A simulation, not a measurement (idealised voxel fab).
Documented hereafter: the process module known as voxel wiring stack.
The cross-section shown here is cut; it is 255 nm wide and divided into square cells measuring 5 nm on a side.
Just so we're on the same page, the cross-sections are grids of square cells, and they're listed out in bands top to bottom, each band one or more rows deep. Band entry format. Leading values: height of top, height of bottom, nm. Remainder: materials in left-to-right order, each with its width in nm. Special words: "full width" on a single material, which then fills the band edge to edge; "air", empty space. Measure heights from 0. That's the level where, below it, the as-received wafer is all one material. The lowest band is bottomless and extends downward; write it as in "0 nm and below". Width: "30->40" (first number = top row, second number = bottom row, same change from row to row of cells). "no alterations made" after a step means that no cell of the cross-section changed. Listed in "Enclosed void list": every empty space of 8 or more cells without an open way to the top. Form: width x height at distance, the distance being from the left edge, all in nm. Past the settings on a step's line: simulator remark, on that step. Among the settings permitted on a step's line is "overlay nm"; applied to a step with a mask, it specifies the extent to which the mask lay to the right of its planned position, whereas a negative figure signifies a position to the left.

-- So here's the lineup of process steps we planned
1: RECEIVE: material Si
2: CONFORMAL_DEP: material SiO2, thk nm 10
3: CONFORMAL_DEP: material SiCN, thk nm 5
4: DIRECTIONAL_DEP: material SiO2, thk nm 20
5: MASKED_ETCH: tone open, mask id METAL_1, width nm 25, pitch nm 55, etch materials SiO2, depth nm 20, overlay nm 0
6: MASKED_ETCH: tone open, mask id METAL_1, width nm 25, pitch nm 55, etch materials SiCN, depth nm 5, overlay nm 0
7: CONFORMAL_DEP: material TiN, thk nm 5
8: FILL_DEP: material W, thk nm 5
9: CMP: height nm 35
10: EPI: material Ru, thk nm 5
11: FILL_DEP: material SiCN, thk nm 5
12: DIRECTIONAL_DEP: material lowk, thk nm 25
13: DIRECTIONAL_DEP: material aC, thk nm 10
14: PATTERN: tone open, mask id METAL_2_HOLES, material resist, width nm 15, pitch nm 55, thk nm 30, overlay nm 0
15: DIRECTIONAL_ETCH: etch materials aC, depth nm 10
16: STRIP: etch materials resist
17: DIRECTIONAL_ETCH: etch materials lowk, depth nm 25
18: STRIP: etch materials aC
19: PATTERN: tone open, mask id METAL_2, material resist, width nm 25, pitch nm 55, thk nm 20, overlay nm 0
20: DIRECTIONAL_ETCH: etch materials lowk, depth nm 15
21: DIRECTIONAL_ETCH: etch materials SiCN, depth nm 5
22: STRIP: etch materials resist
23: CONFORMAL_DEP: material TiN, thk nm 5
24: FILL_DEP: material Ru, thk nm 10
25: CMP: height nm 70
26: CONFORMAL_DEP: material SiCN, thk nm 5
27: DIRECTIONAL_DEP: material lowk, thk nm 25
28: DIRECTIONAL_DEP: material aC, thk nm 15
29: PATTERN: tone open, mask id METAL_3, material resist, width nm 25, pitch nm 55, thk nm 30, overlay nm 0
30: DIRECTIONAL_ETCH: etch materials aC, depth nm 15
31: STRIP: etch materials resist
32: DIRECTIONAL_ETCH: etch materials lowk, depth nm 15
33: STRIP: etch materials aC
34: PATTERN: tone open, mask id METAL_3_HOLES, material resist, width nm 15, pitch nm 55, thk nm 20, overlay nm 0
35: DIRECTIONAL_ETCH: etch materials lowk, depth nm 10
36: DIRECTIONAL_ETCH: etch materials SiCN, depth nm 5
37: STRIP: etch materials resist
38: CONFORMAL_DEP: material TiN, thk nm 5
39: FILL_DEP: material Cu, thk nm 10
40: CMP: height nm 100
41: CONFORMAL_DEP: material SiN, thk nm 5

-- Cross-section of the wafer upon arrival, representing the state reached after step 1
0 nm and below: Si full width
Enclosed void list: none

-- This is how the wafer looks in cross-section once the module is done, given the starting state and plan above and one mistake in carrying the plan out
105 nm to 100 nm: SiN full width
100 nm to 90 nm: lowk 60 nm / TiN 5 nm / Cu 15 nm / TiN 5 nm / lowk 30 nm / TiN 5 nm / Cu 15 nm / TiN 5 nm / lowk 30 nm / TiN 5 nm / Cu 15 nm / TiN 5 nm / lowk 60 nm
90 nm to 85 nm: lowk 60 nm / TiN 5 nm / Cu 5 nm / TiN 15 nm / lowk 30 nm / TiN 5 nm / Cu 5 nm / TiN 15 nm / lowk 30 nm / TiN 5 nm / Cu 5 nm / TiN 15 nm / lowk 60 nm
85 nm to 75 nm: lowk 60 nm / TiN 5 nm / Cu 5 nm / TiN 5 nm / lowk 40 nm / TiN 5 nm / Cu 5 nm / TiN 5 nm / lowk 40 nm / TiN 5 nm / Cu 5 nm / TiN 5 nm / lowk 70 nm
75 nm to 70 nm: SiCN 60 nm / TiN 15 nm / SiCN 40 nm / TiN 15 nm / SiCN 40 nm / TiN 15 nm / SiCN 70 nm
70 nm to 60 nm: lowk 60 nm / TiN 5 nm / Ru 15 nm / TiN 5 nm / lowk 30 nm / TiN 5 nm / Ru 15 nm / TiN 5 nm / lowk 30 nm / TiN 5 nm / Ru 15 nm / TiN 5 nm / lowk 60 nm
60 nm to 55 nm: lowk 60 nm / TiN 5 nm / Ru 5 nm / TiN 15 nm / lowk 30 nm / TiN 5 nm / Ru 5 nm / TiN 15 nm / lowk 30 nm / TiN 5 nm / Ru 5 nm / TiN 15 nm / lowk 60 nm
55 nm to 45 nm: lowk 60 nm / TiN 5 nm / Ru 5 nm / TiN 5 nm / lowk 40 nm / TiN 5 nm / Ru 5 nm / TiN 5 nm / lowk 40 nm / TiN 5 nm / Ru 5 nm / TiN 5 nm / lowk 70 nm
45 nm to 40 nm: SiCN 60 nm / TiN 15 nm / SiCN 40 nm / TiN 15 nm / SiCN 40 nm / TiN 15 nm / SiCN 70 nm
40 nm to 35 nm: SiCN 55 nm / Ru 35 nm / SiCN 20 nm / Ru 35 nm / SiCN 20 nm / Ru 35 nm / SiCN 55 nm
35 nm to 20 nm: SiO2 60 nm / TiN 5 nm / W 15 nm / TiN 5 nm / SiO2 30 nm / TiN 5 nm / W 15 nm / TiN 5 nm / SiO2 30 nm / TiN 5 nm / W 15 nm / TiN 5 nm / SiO2 60 nm
20 nm to 15 nm: SiCN 60 nm / TiN 25 nm / SiCN 30 nm / TiN 25 nm / SiCN 30 nm / TiN 25 nm / SiCN 60 nm
15 nm to 0 nm: SiO2 full width
0 nm and below: Si full width
Enclosed void list: none
Plan not followed: rather than as planned, step 2 actually ran as CONFORMAL_DEP: material SiO2, thk nm 15
